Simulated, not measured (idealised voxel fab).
Process module under the name voxel gate over fins
170 nm wide, 5 nm square cells: that's cross-section cut.
This document writes a cross-section as a grid whose cells are square, and gives it as bands, listed from the top down; one or more rows of cells form a band. A band entry consists of two parts. The first gives the height of the band's top and the height of its bottom, in nm. The rest lists the band's materials from left to right, each with its width in nm. A single material labelled with the word "edge to edge" fills the band from edge to edge, and the word "air" marks empty space. Basically, 0 is our baseline, since under it the wafer straight out of the box is all one material. The bottom band has no lower end and keeps on going down, so it looks like "z 0 and below". So if you see something like "30->40" for the width, read it as the top row of the band sitting at the first number and the bottom row at the second, with every row in between moving by the same amount as the last. You'll sometimes find "nothing was modified" written for a step, and that's the way of saying that nowhere in the cross-section did a cell change during that step. "Unvented cavities" enumerates empty spaces isolated from the top, with no open way to it, that contain at least 8 cells, giving each as width x height at distance from the left edge, all three in nm. On each step's line, the part that comes after the settings is the simulator's own comment on the step. The line of a step may include "overlay nm". On a step with a mask, this value is how far to the right of its planned place the mask lay. A negative value means the mask lay to the left.

# Planned step list for the process
1) RECEIVE | material Si
2) CONFORMAL_DEP | material SiN | thk nm 5
3) DIRECTIONAL_DEP | material aC | thk nm 15
4) PATTERN | tone cover | mask id FINS | material resist | width nm 15 | pitch nm 45 | thk nm 35 | overlay nm 0
5) DIRECTIONAL_ETCH | etch materials aC | depth nm 15
6) STRIP | etch materials resist
7) DIRECTIONAL_ETCH | etch materials SiN | depth nm 5
8) DIRECTIONAL_ETCH | etch materials Si | depth nm 40
9) STRIP | etch materials aC
10) OXIDIZE | depth nm 5
11) FILL_DEP | material SiO2 | thk nm 5
12) CMP | height nm 5
13) SELECTIVE_ETCH | etch materials SiO2 | depth nm 15
14) STRIP | etch materials SiN
15) CONFORMAL_DEP | material HfO2 | thk nm 5
16) CONFORMAL_DEP | material TiN | thk nm 5
17) FILL_DEP | material W | thk nm 15
18) CMP | height nm 20
19) CONFORMAL_DEP | material SiCN | thk nm 10
For this document, wafers share an identical start and vary in the step 4 width nm; the plan quotes the first wafer's value.

# Step 1 complete: as-received cross-section of the first of several wafers
* z 0 and below: Si edge to edge
* Unvented cavities: none

# Wafer rows, end of module: cells per material gained (+) or lost (-) since receipt; closed voids last
width nm 15, +46 HfO2, -279 Si, +68 SiCN, +217 SiO2, +46 TiN, +106 W, Unvented cavities: none
width nm 20, +46 HfO2, -252 Si, +68 SiCN, +196 SiO2, +46 TiN, +100 W, Unvented cavities: none
width nm 25, +46 HfO2, -225 Si, +68 SiCN, +175 SiO2, +46 TiN, +94 W, Unvented cavities: none
width nm 30, +46 HfO2, -198 Si, +68 SiCN, +154 SiO2, +46 TiN, +88 W, Unvented cavities: none
